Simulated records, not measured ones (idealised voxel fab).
Process module name: voxel trench capacitor
Square cells of 5 nm make up the cross-section cut, whose width is 225 nm.
Cross-section layout: square cells on a grid; listed as bands, top to bottom; a band spans one or more cell rows. What a band's entry tells you: where the top is and where the bottom is, as heights in nm, and after that what lies inside, material by material from left to right, each with its width in nm. Empty space is written as the word "empty", and a single material marked with the word "edge to edge" occupies the band from edge to edge. Heights are measured from 0, the level below which the as-received wafer is all one material; the lowest band has no bottom and continues downward, written as in "0 nm and below". A width such as "30->40" changes by the same amount from each row of cells to the next, from the band's top row to its bottom row. "changes: none" (step): cross-section cells unchanged, all of them. "Enclosed internal cavities" specifies each empty space that is not open to the top and that occupies no fewer than 8 cells, using the form width x height at distance, the distance measured from the left edge and all three quantities in nm. Read whatever lies past the settings on a step's line as the simulator's own remark about the step. Each step line may optionally specify "overlay nm", which for a step with a mask gives the rightward distance between the mask's planned place and where it lay, a negative value indicating the leftward direction.

### Planned process steps
1) RECEIVE (material Si)
2) CONFORMAL_DEP (material SiN; thk nm 10)
3) MASKED_ETCH (tone open; mask id TRENCH; width nm 15; pitch nm 45; etch materials SiN; depth nm 10; overlay nm 0)
4) MASKED_ETCH (tone open; mask id TRENCH; width nm 15; pitch nm 45; etch materials Si; depth nm 40; overlay nm 0)
5) CONFORMAL_DEP (material SiO2; thk nm 5)
6) FILL_DEP (material polySi; thk nm 5)
7) CMP (height nm 10)

### First of the two wafers, run per plan

### Cross-section of the incoming wafer, state after step 1
  0 nm and below  Si edge to edge
  Enclosed internal cavities: none

### Take a look at the wafer's cross-section after step 2
  10 nm to 0 nm  SiN edge to edge
  Below 0, no change.

### Take a look at the wafer's cross-section after step 3
  10 nm to 0 nm  SiN 80, then empty 15, then SiN 30, then empty 15, then SiN 85
  Below 0, no change.

### Take a look at the wafer's cross-section after step 4
  10 nm to 0 nm  SiN 80, then empty 15, then SiN 30, then empty 15, then SiN 85
  0 nm to -40 nm  Si 80, then empty 15, then Si 30, then empty 15, then Si 85
  Below -40, no change.

### Take a look at the wafer's cross-section after step 5
  15 nm to 10 nm  SiO2 85, then empty 5, then SiO2 40, then empty 5, then SiO2 90
  10 nm to 0 nm  SiN 80, then SiO2 5, then empty 5, then SiO2 5, then SiN 30, then SiO2 5, then empty 5, then SiO2 5, then SiN 85
  0 nm to -35 nm  Si 80, then SiO2 5, then empty 5, then SiO2 5, then Si 30, then SiO2 5, then empty 5, then SiO2 5, then Si 85
  -35 nm to -40 nm  Si 80, then SiO2 15, then Si 30, then SiO2 15, then Si 85
  Below -40, no change.

### Take a look at the wafer's cross-section after step 6
  20 nm to 15 nm  polySi edge to edge
  15 nm to 10 nm  SiO2 85, then polySi 5, then SiO2 40, then polySi 5, then SiO2 90
  10 nm to 0 nm  SiN 80, then SiO2 5, then polySi 5, then SiO2 5, then SiN 30, then SiO2 5, then polySi 5, then SiO2 5, then SiN 85
  0 nm to -35 nm  Si 80, then SiO2 5, then polySi 5, then SiO2 5, then Si 30, then SiO2 5, then polySi 5, then SiO2 5, then Si 85
  Below -35, no change.

### Take a look at the wafer's cross-section after step 7
  10 nm to 0 nm  SiN 80, then SiO2 5, then polySi 5, then SiO2 5, then SiN 30, then SiO2 5, then polySi 5, then SiO2 5, then SiN 85
  Below 0, no change.

### Wafer two of two - same starting point, same process plan, one mistake in execution; matches wafer one up to and including step 6

### The second wafer in cross-section, at the planned close of step 7
  0 nm to -35 nm  Si 80, then SiO2 5, then polySi 5, then SiO2 5, then Si 30, then SiO2 5, then polySi 5, then SiO2 5, then Si 85
  Below -35, no change.
What broke from the plan during processing? the process deviated at step 7: the operation and settings actually run there were CMP (height nm 0)
Count the cells at the end and the second wafer has more or fewer of some materials than the first: 78 fewer of SiN | 8 fewer of SiO2 | 4 fewer of polySi
